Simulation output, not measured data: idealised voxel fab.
Herein follows the process module entitled voxel self aligned contacts.
Cross-sectional view cut (width: 250 nm; square cell size: 5 nm).
A cross-section is a grid of square cells, given in bands from the top down. A band is one or more rows of cells.
In this notation a band is specified by the heights of its top and bottom, in that order and in nm, after which its materials appear from left to right, each paired with its width in nm. The word "all across" attached to a single material means that material fills the band from edge to edge; the word "blank" stands for empty space.
A quick word on heights: they are counted from 0, and under that level the wafer as it came to us is one material throughout. The lowest band is different from the rest in having no bottom; it simply continues downward, written as in "0..down".
When a width is written as two numbers, as in "30->40", the first number is the width in the top row of cells of the band and the second is the width in its bottom row, and the width changes by the same amount from each row to the next.
Key: "all unchanged" - step with no changed cell in the cross-section.
Empty spaces without an open route to the top, at least 8 cells in extent, make up the entry "closed voids"; each is given as width x height at distance, where the distance is measured from the left edge, and all are in nm.
Anything after a step's settings on that line? It's the simulator's own note about the step.
Each step line may optionally specify "overlay nm", which for a step with a mask gives the rightward distance between the mask's planned place and where it lay, a negative value indicating the leftward direction.

**List of planned process steps**
| 1 | RECEIVE | material Si |
| 2 | OXIDIZE | depth nm 5 |
| 3 | DIRECTIONAL_DEP | material polySi | thk nm 25 |
| 4 | DIRECTIONAL_DEP | material SiN | thk nm 15 |
| 5 | PATTERN | tone cover | mask id GATE | material resist | width nm 35 | pitch nm 60 | thk nm 20 | overlay nm 0 |
| 6 | DIRECTIONAL_ETCH | etch materials SiN | depth nm 15 |
| 7 | DIRECTIONAL_ETCH | etch materials polySi | depth nm 25 |
| 8 | STRIP | etch materials resist |
| 9 | CONFORMAL_DEP | material SiN | thk nm 5 |
| 10 | DIRECTIONAL_ETCH | etch materials SiN | depth nm 5 |
| 11 | FILL_DEP | material SiO2 | thk nm 20 |
| 12 | CMP | height nm 50 |
| 13 | DIRECTIONAL_DEP | material aC | thk nm 10 |
| 14 | PATTERN | tone open | mask id CONTACT | material resist | width nm 45 | thk nm 30 | overlay nm 0 |
| 15 | DIRECTIONAL_ETCH | etch materials aC | depth nm 10 |
| 16 | STRIP | etch materials resist |
| 17 | DIRECTIONAL_ETCH | etch materials SiO2 | depth nm 55 |
| 18 | STRIP | etch materials aC |
| 19 | CONFORMAL_DEP | material TiN | thk nm 5 |
| 20 | FILL_DEP | material W | thk nm 5 |
| 21 | CMP | height nm 50 |
| 22 | CONFORMAL_DEP | material SiN | thk nm 5 |

**First wafer out of two, processed as planned**

**Wafer as received: cross-section following step 1**
    0..down | Si all across
    closed voids: none

**Wafer xsec, post step 2**
    0..-5 | SiO2 all across
    Everything under -5 stays put, no change at all.

**Wafer xsec, post step 3**
    25..0 | polySi all across
    Everything under 0 stays put, no change at all.

**Wafer xsec, post step 4**
    40..25 | SiN all across
    Everything under 25 stays put, no change at all.

**Wafer xsec, post step 5**
    60..40 | blank 75, resist 35, blank 25, resist 35, blank 80
    Everything under 40 stays put, no change at all.

**Wafer xsec, post step 6**
    60..40 | blank 75, resist 35, blank 25, resist 35, blank 80
    40..25 | blank 75, SiN 35, blank 25, SiN 35, blank 80
    Everything under 25 stays put, no change at all.

**Wafer xsec, post step 7**
    60..40 | blank 75, resist 35, blank 25, resist 35, blank 80
    40..25 | blank 75, SiN 35, blank 25, SiN 35, blank 80
    25..0 | blank 75, polySi 35, blank 25, polySi 35, blank 80
    Everything under 0 stays put, no change at all.

**Wafer xsec, post step 8**
    40..25 | blank 75, SiN 35, blank 25, SiN 35, blank 80
    Everything under 25 stays put, no change at all.

**Wafer xsec, post step 9**
    45..25 | blank 70, SiN 45, blank 15, SiN 45, blank 75
    25..5 | blank 70, SiN 5, polySi 35, SiN 5, blank 15, SiN 5, polySi 35, SiN 5, blank 75
    5..0 | SiN 75, polySi 35, SiN 25, polySi 35, SiN 80
    Everything under 0 stays put, no change at all.

**Wafer xsec, post step 10**
    40..25 | blank 70, SiN 45, blank 15, SiN 45, blank 75
    25..0 | blank 70, SiN 5, polySi 35, SiN 5, blank 15, SiN 5, polySi 35, SiN 5, blank 75
    Everything under 0 stays put, no change at all.

**Wafer xsec, post step 11**
    60..40 | SiO2 all across
    40..25 | SiO2 70, SiN 45, SiO2 15, SiN 45, SiO2 75
    25..0 | SiO2 70, SiN 5, polySi 35, SiN 5, SiO2 15, SiN 5, polySi 35, SiN 5, SiO2 75
    Everything under 0 stays put, no change at all.

**Wafer xsec, post step 12**
    50..40 | SiO2 all across
    Everything under 40 stays put, no change at all.

**Wafer xsec, post step 13**
    60..50 | aC all across
    Everything under 50 stays put, no change at all.

**Wafer xsec, post step 14**
    90..60 | resist 100, blank 45, resist 105
    Everything under 60 stays put, no change at all.

**Wafer xsec, post step 15**
    80..60 | resist 100, blank 45, resist 105
    60..50 | aC 100, blank 45, aC 105
    Everything under 50 stays put, no change at all.

**Wafer xsec, post step 16**
    60..50 | aC 100, blank 45, aC 105
    Everything under 50 stays put, no change at all.

**Wafer xsec, post step 17**
    60..50 | aC 100, blank 45, aC 105
    50..40 | SiO2 100, blank 45, SiO2 105
    40..25 | SiO2 70, SiN 45, blank 15, SiN 45, SiO2 75
    25..0 | SiO2 70, SiN 5, polySi 35, SiN 5, blank 15, SiN 5, polySi 35, SiN 5, SiO2 75
    0..-5 | SiO2 115, blank 15, SiO2 120
    Everything under -5 stays put, no change at all.

**Wafer xsec, post step 18**
    50..40 | SiO2 100, blank 45, SiO2 105
    Everything under 40 stays put, no change at all.

**Wafer xsec, post step 19**
    55..50 | TiN 105, blank 35, TiN 110
    50..40 | SiO2 100, TiN 5->20, blank 35->5, TiN 5->20, SiO2 105
    40..25 | SiO2 70, SiN 45, TiN 5, blank 5, TiN 5, SiN 45, SiO2 75
    25..0 | SiO2 70, SiN 5, polySi 35, SiN 5, TiN 5, blank 5, TiN 5, SiN 5, polySi 35, SiN 5, SiO2 75
    0..-5 | SiO2 115, TiN 15, SiO2 120
    Everything under -5 stays put, no change at all.

**Wafer xsec, post step 20**
    60..55 | W all across
    55..50 | TiN 105, W 35, TiN 110
    50..40 | SiO2 100, TiN 5->20, W 35->5, TiN 5->20, SiO2 105
    40..25 | SiO2 70, SiN 45, TiN 5, W 5, TiN 5, SiN 45, SiO2 75
    25..0 | SiO2 70, SiN 5, polySi 35, SiN 5, TiN 5, W 5, TiN 5, SiN 5, polySi 35, SiN 5, SiO2 75
    Everything under 0 stays put, no change at all.

**Wafer xsec, post step 21**
    50..40 | SiO2 100, TiN 5->20, W 35->5, TiN 5->20, SiO2 105
    Everything under 40 stays put, no change at all.

**Wafer xsec, post step 22**
    55..50 | SiN all across
    Everything under 50 stays put, no change at all.

**Notes, second wafer: start = first wafer's, plan = first wafer's, execution had one mistake; history identical to first through step 13**

**Look at the second wafer in cross-section at the time step 14 ought to have finished**
    90..60 | blank 100, resist 45, blank 105
    Everything under 60 stays put, no change at all.

**Look at the second wafer in cross-section at the time step 15 ought to have finished**
    80..60 | blank 100, resist 45, blank 105
    60..50 | blank 100, aC 45, blank 105
    Everything under 50 stays put, no change at all.

**Look at the second wafer in cross-section at the time step 16 ought to have finished**
    60..50 | blank 100, aC 45, blank 105
    Everything under 50 stays put, no change at all.

**Look at the second wafer in cross-section at the time step 17 ought to have finished**
    60..50 | blank 100, aC 45, blank 105
    50..40 | blank 100, SiO2 45, blank 105
    40..25 | blank 70, SiN 45, SiO2 15, SiN 45, blank 75
    25..0 | blank 70, SiN 5, polySi 35, SiN 5, SiO2 15, SiN 5, polySi 35, SiN 5, blank 75
    0..-5 | blank 70, SiO2 105, blank 75
    Everything under -5 stays put, no change at all.

**Look at the second wafer in cross-section at the time step 18 ought to have finished**
    50..40 | blank 100, SiO2 45, blank 105
    Everything under 40 stays put, no change at all.

**Look at the second wafer in cross-section at the time step 19 ought to have finished**
    55..50 | blank 95, TiN 55, blank 100
    50..40 | blank 95->65, TiN 5->35, SiO2 45, TiN 5->35, blank 100->70
    40..25 | blank 65, TiN 5, SiN 45, SiO2 15, SiN 45, TiN 5, blank 70
    25..0 | blank 65, TiN 5, SiN 5, polySi 35, SiN 5, SiO2 15, SiN 5, polySi 35, SiN 5, TiN 5, blank 70
    0..-5 | TiN 70, SiO2 105, TiN 75
    Everything under -5 stays put, no change at all.

**Look at the second wafer in cross-section at the time step 20 ought to have finished**
    60..55 | W all across
    55..50 | W 95, TiN 55, W 100
    50..40 | W 95->65, TiN 5->35, SiO2 45, TiN 5->35, W 100->70
    40..25 | W 65, TiN 5, SiN 45, SiO2 15, SiN 45, TiN 5, W 70
    25..0 | W 65, TiN 5, SiN 5, polySi 35, SiN 5, SiO2 15, SiN 5, polySi 35, SiN 5, TiN 5, W 70
    Everything under 0 stays put, no change at all.

**Look at the second wafer in cross-section at the time step 21 ought to have finished**
    50..40 | W 95->65, TiN 5->35, SiO2 45, TiN 5->35, W 100->70
    Everything under 40 stays put, no change at all.

**Look at the second wafer in cross-section at the time step 22 ought to have finished**
    55..50 | SiN all across
    Everything under 50 stays put, no change at all.
The mistake made against the process plan was this: it should be noted that step 14 was executed with settings other than those planned, the operation and settings actually applied being PATTERN | tone cover | mask id CONTACT | material resist | width nm 45 | thk nm 30 | overlay nm 0
Bottom line after processing is that, in cells, the second wafer is up or down on some materials versus the first: -298 SiO2, +32 TiN, +266 W
